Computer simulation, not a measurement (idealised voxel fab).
process module | voxel lift off
cross-section cut | 300 nm wide | cells 5 nm
A cross-section is a grid of square cells, given in bands from the top down. A band is one or more rows of cells.
Each band's line starts with the height of the band's top and of its bottom, in nm. Then come its materials from left to right, each with its width in nm. One material with "throughout" fills the band from edge to edge. "air" is empty space.
Height 0 is the level under which the wafer as received is all one material. The lowest band goes on downwards, as in "0 down".
A width such as "30 to 40" changes by the same amount from each row of cells to the next, from the band's top row to its bottom row.
"no change" after a step means that no cell of the cross-section changed.
closed voids: empty space of 8 cells or more with no open way to the top, each as width x height at its distance from the left edge, in nm
after a step's settings: what the simulator itself notes on the step
overlay nm, on a step with a mask: how far to the right of its planned place the mask lay; to the left if negative
plan
1 op RECEIVE | material Si
2 op CONFORMAL_DEP | material Al2O3 | thk nm 10
3 op PATTERN | tone open | mask id LINES | material resist | width nm 20 | pitch nm 35 | thk nm 30 | overlay nm 0
4 op DIRECTIONAL_DEP | material Ru | thk nm 15
5 op STRIP | etch materials resist
6 op CONFORMAL_DEP | material SiCN | thk nm 10
as received, after step 1
  0 down: Si throughout
  closed voids: none
first wafer at the end, as planned
  35 to 25: air 110 | SiCN 75 | air 115
  25 to 20: air 110 | SiCN 10 | Ru 20 | SiCN 15 | Ru 20 | SiCN 10 | air 115
  20 to 10: SiCN 120 | Ru 20 | SiCN 15 | Ru 20 | SiCN 125
  10 to 0: Al2O3 throughout
  0 down: Si throughout
  closed voids: none
second wafer at the end: like start, like plan, one mistake
  35 to 25: air 115 | SiCN 70 | air 115
  25 to 20: air 115 | SiCN 10 | Ru 15 | SiCN 20 | Ru 15 | SiCN 10 | air 115
  20 to 10: SiCN 125 | Ru 15 | SiCN 20 | Ru 15 | SiCN 125
  10 to 0: Al2O3 throughout
  0 down: Si throughout
  closed voids: none
what went wrong: step 3 ran as: op PATTERN | tone open | mask id LINES | material resist | width nm 15 | pitch nm 35 | thk nm 30 | overlay nm 0
at the end the second wafer has, in cells: 6 fewer of Ru | 3 more of SiCN
